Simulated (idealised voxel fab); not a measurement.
The name of this process module is voxel air gaps.
Each square cell in cross-section cut measures 5 nm, and the section as a whole is 225 nm wide.
Cross-sections here: square-cell grids, written as top-down lists of bands, a band being one or more rows of cells. In this notation a band is specified by the heights of its top and bottom, in that order and in nm, after which its materials appear from left to right, each paired with its width in nm. The word "edge to edge" attached to a single material means that material fills the band from edge to edge; the word "blank" stands for empty space. Height datum 0, below which the as-received substrate wafer is one material. Lowest band open at the bottom, running downward: "from 0 down". The width entry "30..40" should be interpreted row by row: the top row of cells in the band takes the first number, the bottom row takes the second number, and the change between adjacent rows is uniform throughout. Take "nothing changed" at face value: in the step it is given for, the cross-section changed in none of its cells. "Closed-off voids" enumerates empty spaces isolated from the top, with no open way to it, that contain at least 8 cells, giving each as width x height at distance from the left edge, all three in nm. Post-settings text on a step line: simulator's own remark regarding the step. Steps that use a mask can have "overlay nm" on their line. It says how far the mask sat to the right of where it was meant to be. Negative means to the left.

-- The process steps that were planned are listed below
1,RECEIVE: material Si
2,CONFORMAL_DEP: material SiO2, thk nm 10
3,CONFORMAL_DEP: material SiCN, thk nm 5
4,DIRECTIONAL_DEP: material SiO2, thk nm 35
5,MASKED_ETCH: tone open, mask id LINES, width nm 15, pitch nm 40, etch materials SiO2, depth nm 35, overlay nm 0
6,CONFORMAL_DEP: material TiN, thk nm 5
7,FILL_DEP: material Cu, thk nm 5
8,CMP: height nm 50
9,EPI: material Ru, thk nm 10
10,SELECTIVE_ETCH: etch materials SiO2, depth nm 45
11,CONFORMAL_DEP: material SiCN, thk nm 5

-- Wafer at receipt (post step 1), cross-section
- from 0 down  Si edge to edge
- Closed-off voids: none

-- Same starting wafer, same plan as above, one mistake in the execution; this is the cross-section at the end of the module
- from 65 to 60  SiCN edge to edge
- from 60 to 50  Ru edge to edge
- from 50 to 45  TiN: 70 / Cu: 5 / TiN: 35 / Cu: 5 / TiN: 35 / Cu: 5 / TiN: 70
- from 45 to 15  SiO2: 65 / TiN: 5 / Cu: 5 / TiN: 5 / SiO2: 25 / TiN: 5 / Cu: 5 / TiN: 5 / SiO2: 25 / TiN: 5 / Cu: 5 / TiN: 5 / SiO2: 65
- from 15 to 10  SiO2: 65 / TiN: 15 / SiO2: 25 / TiN: 15 / SiO2: 25 / TiN: 15 / SiO2: 65
- from 10 to 0  SiO2 edge to edge
- from 0 down  Si edge to edge
- Closed-off voids: none
In executing the process, a mistake was made relative to the plan: step 3 from the plan never happened, it was just skipped
